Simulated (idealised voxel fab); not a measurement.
Process module name: voxel lift off
Section shown: cut. Width: 300 nm. Cell size: 5 nm, square.
Cross-section spec: square-cell grid; bands listed top down; each band is one or more rows. Heads up on the band format: heights come first, top then bottom, in nm. After that it's the materials left to right, each with its width in nm. A single material flagged "everywhere" fills the whole band edge to edge, and "air" means there's empty space there. Heights are measured from 0, the level below which the as-received wafer is all one material; the lowest band has no bottom and continues downward, written as in "top 0, no bottom". A two-number width, for instance "30..40", indicates that the width is equal to the first number in the top row of the band and to the second number in the bottom row, and that it changes by a constant amount per row of cells. "remained unchanged" -> step changed no cross-section cell. Voids not open to the top, 8 cells minimum: see "Trapped void list". Written width x height at distance; distance is from the left edge; nm. Read whatever lies past the settings on a step's line as the simulator's own remark about the step. overlay nm: step with mask; distance mask lay right of planned place; negative value = left of planned place.

Planned process steps:
1,RECEIVE,material Si
2,CONFORMAL_DEP,material SiN,thk nm 10
3,PATTERN,tone open,mask id LINES,material resist,width nm 30,pitch nm 60,thk nm 15,overlay nm 0
4,DIRECTIONAL_DEP,material Ru,thk nm 5
5,STRIP,etch materials resist
6,CONFORMAL_DEP,material SiN,thk nm 5

Cross-section of the wafer upon arrival, representing the state reached after step 1:
	top 0, no bottom  Si everywhere
	Trapped void list: none

Cross-section, end of module. Start: as above. Plan: as above. Execution: one mistake:
	top 20, bottom 15  air=40 / SiN=40 / air=20 / SiN=40 / air=20 / SiN=40 / air=20 / SiN=40 / air=40
	top 15, bottom 10  SiN=45 / Ru=30 / SiN=30 / Ru=30 / SiN=30 / Ru=30 / SiN=30 / Ru=30 / SiN=45
	top 10, bottom 0  Ru everywhere
	top 0, no bottom  Si everywhere
	Trapped void list: none
Processing error: contrary to plan, step 2 was performed as CONFORMAL_DEP,material Ru,thk nm 10
